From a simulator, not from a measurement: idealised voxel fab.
process module | voxel ribs on slabs
cross-section cut | 175 nm wide | cells 5 nm
A cross-section is a grid of square cells, given in bands from the top down. A band is one or more rows of cells.
Each band's line starts with the height of the band's top and of its bottom, in nm. Then come its materials from left to right, each with its width in nm. One material with "throughout" fills the band from edge to edge. "air" is empty space.
Height 0 is the level under which the wafer as received is all one material. The lowest band goes on downwards, as in "0 down".
A width such as "30 to 40" changes by the same amount from each row of cells to the next, from the band's top row to its bottom row.
"no change" after a step means that no cell of the cross-section changed.
closed voids: empty space of 8 cells or more with no open way to the top, each as width x height at its distance from the left edge, in nm
after a step's settings: what the simulator itself notes on the step
overlay nm, on a step with a mask: how far to the right of its planned place the mask lay; to the left if negative
plan
1 op RECEIVE | material Si
2 op DIRECTIONAL_DEP | material SiO2 | thk nm 20
3 op DIRECTIONAL_DEP | material SiN | thk nm 15
4 op DIRECTIONAL_DEP | material aC | thk nm 10
5 op PATTERN | tone cover | mask id RIB | material resist | width nm 25 | thk nm 25 | overlay nm 0
6 op DIRECTIONAL_ETCH | etch materials aC | depth nm 10
7 op STRIP | etch materials resist
8 op DIRECTIONAL_ETCH | etch materials SiN | depth nm 5
9 op STRIP | etch materials aC
10 op MASKED_ETCH | tone cover | mask id SLAB | width nm 85 | etch materials SiN | depth nm 10 | overlay nm 0
11 op FILL_DEP | material SiO2 | thk nm 25
12 op CMP | height nm 50
13 op DIRECTIONAL_DEP | material W | thk nm 5
14 op DIRECTIONAL_DEP | material aC | thk nm 10
15 op PATTERN | tone cover | mask id HEATER | material resist | width nm 35 | thk nm 25 | overlay nm 0
16 op DIRECTIONAL_ETCH | etch materials aC | depth nm 10
17 op STRIP | etch materials resist
18 op DIRECTIONAL_ETCH | etch materials W | depth nm 5
19 op STRIP | etch materials aC
20 op CONFORMAL_DEP | material SiO2 | thk nm 5
as received, after step 1
  0 down: Si throughout
  closed voids: none
first wafer at the end, as planned
  60 to 55: air 65 | SiO2 45 | air 65
  55 to 50: SiO2 70 | W 35 | SiO2 70
  50 to 35: SiO2 throughout
  35 to 30: SiO2 75 | SiN 25 | SiO2 75
  30 to 20: SiO2 45 | SiN 85 | SiO2 45
  20 to 0: SiO2 throughout
  0 down: Si throughout
  closed voids: none
second wafer at the end: like start, like plan, one mistake
  55 to 50: air 70 | W 35 | air 70
  50 to 35: SiO2 throughout
  35 to 30: SiO2 75 | SiN 25 | SiO2 75
  30 to 20: SiO2 45 | SiN 85 | SiO2 45
  20 to 0: SiO2 throughout
  0 down: Si throughout
  closed voids: none
what went wrong: step 20 was left out
at the end the second wafer has, in cells: 37 fewer of SiO2
